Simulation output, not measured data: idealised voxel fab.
This is a process module. Its name is voxel capacitor over wiring.
Cross-sectional view cut (width: 255 nm; square cell size: 5 nm).
Bands, listed from the top down, are how a cross-section gets written in this document; the cross-section itself is a grid of square cells, and a band is one or more rows of them.
This entry defines a band. It first specifies the height of the band's top and the height of its bottom in nm, and then specifies the band's materials from left to right, stating each material with its width in nm. The word "throughout" identifies a single material that fills the band from edge to edge, while the word "empty" identifies empty space.
Heads up on the height convention: 0 is the point under which the incoming wafer is all one material, and the lowest band has no bottom, it just keeps going down, like "0..down".
The expression "30->40" gives the width at the extremes of the band, the first number at its top row of cells and the second at its bottom row, with the width changing by equal amounts from each row to the next in between.
The designation "no modifications", where it is given for a processing step, indicates that no cell of the cross-section was altered in the course of that step.
Listed in "Trapped cavities": every empty space of 8 or more cells without an open way to the top. Form: width x height at distance, the distance being from the left edge, all in nm.
after a step's settings: what the simulator itself notes on the step
overlay nm: on a step with a mask, how far right of its planned place the mask lay; negative means left.
-- Process steps foreseen in the plan
- 1: op RECEIVE | material Si
- 2: op CONFORMAL_DEP | material SiO2 | thk nm 10
- 3: op CONFORMAL_DEP | material SiCN | thk nm 5
- 4: op DIRECTIONAL_DEP | material lowk | thk nm 10
- 5: op DIRECTIONAL_DEP | material aC | thk nm 10
- 6: op PATTERN | tone open | mask id METAL_1 | material resist | width nm 30 | pitch nm 80 | thk nm 25 | overlay nm 0
- 7: op DIRECTIONAL_ETCH | etch materials aC | depth nm 10
- 8: op STRIP | etch materials resist
- 9: op DIRECTIONAL_ETCH | etch materials lowk | depth nm 20
- 10: op DIRECTIONAL_ETCH | etch materials SiCN | depth nm 5
- 11: op STRIP | etch materials aC
- 12: op CONFORMAL_DEP | material TiN | thk nm 5
- 13: op FILL_DEP | material Cu | thk nm 5
- 14: op CMP | height nm 35
- 15: op CONFORMAL_DEP | material SiCN | thk nm 5
- 16: op DIRECTIONAL_DEP | material lowk | thk nm 10
- 17: op MASKED_ETCH | tone open | mask id PLUG_1 | width nm 15 | etch materials lowk | depth nm 10 | overlay nm 0
- 18: op MASKED_ETCH | tone open | mask id PLUG_1 | width nm 15 | etch materials SiCN | depth nm 5 | overlay nm 0
- 19: op EPI | material Ru | thk nm 10
- 20: op EPI | material Ru | thk nm 5
- 21: op DIRECTIONAL_DEP | material TiN | thk nm 10
- 22: op DIRECTIONAL_DEP | material Al2O3 | thk nm 5
- 23: op DIRECTIONAL_DEP | material TiN | thk nm 10
- 24: op PATTERN | tone cover | mask id UPPER_PLATE | material resist | width nm 55 | thk nm 20 | overlay nm 0
- 25: op DIRECTIONAL_ETCH | etch materials TiN | depth nm 10
- 26: op DIRECTIONAL_ETCH | etch materials Al2O3 | depth nm 5
- 27: op STRIP | etch materials resist
- 28: op MASKED_ETCH | tone cover | mask id LOWER_PLATE | width nm 65 | etch materials TiN | depth nm 10 | overlay nm 0
- 29: op FILL_DEP | material SiO2 | thk nm 15
- 30: op CMP | height nm 85
- 31: op MASKED_ETCH | tone open | mask id PLUG_2 | width nm 15 | etch materials SiO2 | depth nm 10 | overlay nm 0
- 32: op CONFORMAL_DEP | material TiN | thk nm 5
- 33: op FILL_DEP | material Ru | thk nm 5
- 34: op CMP | height nm 85
- 35: op CONFORMAL_DEP | material SiN | thk nm 5
All wafers enter the flow in the same state. The thk nm at step 4 differs from wafer to wafer, and the plan gives the value for the first wafer.
-- As received, i.e. after step 1: cross-section through the first of several wafers
    0..down = Si throughout
    Trapped cavities: none
-- Module finished, last step 35 done: cross-section of the first of several wafers
    90..85 = SiN throughout
    85..80 = 95 SiO2, 5 TiN, 5 Ru, 5 TiN, 145 SiO2
    80..75 = 95 SiO2, 15 TiN, 145 SiO2
    75..65 = 85 SiO2, 55 TiN, 115 SiO2
    65..60 = 85 SiO2, 55 Al2O3, 115 SiO2
    60..50 = 80 SiO2, 65 TiN, 110 SiO2
    50..40 = 85 lowk, 15 Ru, 155 lowk
    40..35 = 85 SiCN, 15 Ru, 155 SiCN
    35..30 = Cu throughout
    30..25 = 75 TiN, 20 Cu, 60 TiN, 20 Cu, 80 TiN
    25..15 = 70 lowk, 5 TiN, 20 Cu, 5 TiN, 50 lowk, 5 TiN, 20 Cu, 5 TiN, 75 lowk
    15..10 = 70 SiCN, 30 TiN, 50 SiCN, 30 TiN, 75 SiCN
    10..0 = SiO2 throughout
    0..down = Si throughout
    Trapped cavities: none
-- Wafer cross-section (last wafer, module end)
    90..85 = SiN throughout
    85..80 = 95 SiO2, 5 TiN, 5 Ru, 5 TiN, 145 SiO2
    80..75 = 95 SiO2, 15 TiN, 145 SiO2
    75..65 = 85 SiO2, 55 TiN, 115 SiO2
    65..60 = 85 SiO2, 55 Al2O3, 115 SiO2
    60..50 = 80 SiO2, 65 TiN, 110 SiO2
    50..40 = 85 lowk, 15 Ru, 155 lowk
    40..35 = 85 SiCN, 15 Ru, 155 SiCN
    35..30 = 70 lowk, 30 TiN, 50 lowk, 30 TiN, 75 lowk
    30..15 = lowk throughout
    15..10 = SiCN throughout
    10..0 = SiO2 throughout
    0..down = Si throughout
    Trapped cavities: none
-- Below is a per-wafer table. In it, each row describes the wafer at the end of the module by giving, for each material, the number of cells gained (+) or lost (-) since the wafer was received, and after that the closed voids of the wafer
thk nm 10, +11 Al2O3, +75 Cu, +10 Ru, +87 SiCN, +51 SiN, +394 SiO2, +116 TiN, +174 lowk, Trapped cavities: none
thk nm 15, +11 Al2O3, +32 Cu, +10 Ru, +87 SiCN, +51 SiN, +394 SiO2, +120 TiN, +213 lowk, Trapped cavities: none
thk nm 20, +11 Al2O3, +32 Cu, +10 Ru, +87 SiCN, +51 SiN, +394 SiO2, +81 TiN, +252 lowk, Trapped cavities: none
thk nm 25, +11 Al2O3, +16 Cu, +10 Ru, +99 SiCN, +51 SiN, +394 SiO2, +73 TiN, +264 lowk, Trapped cavities: none
thk nm 30, +11 Al2O3, +8 Cu, +10 Ru, +99 SiCN, +51 SiN, +394 SiO2, +69 TiN, +276 lowk, Trapped cavities: none
thk nm 35, +11 Al2O3, +10 Ru, +99 SiCN, +51 SiN, +394 SiO2, +65 TiN, +288 lowk, Trapped cavities: none
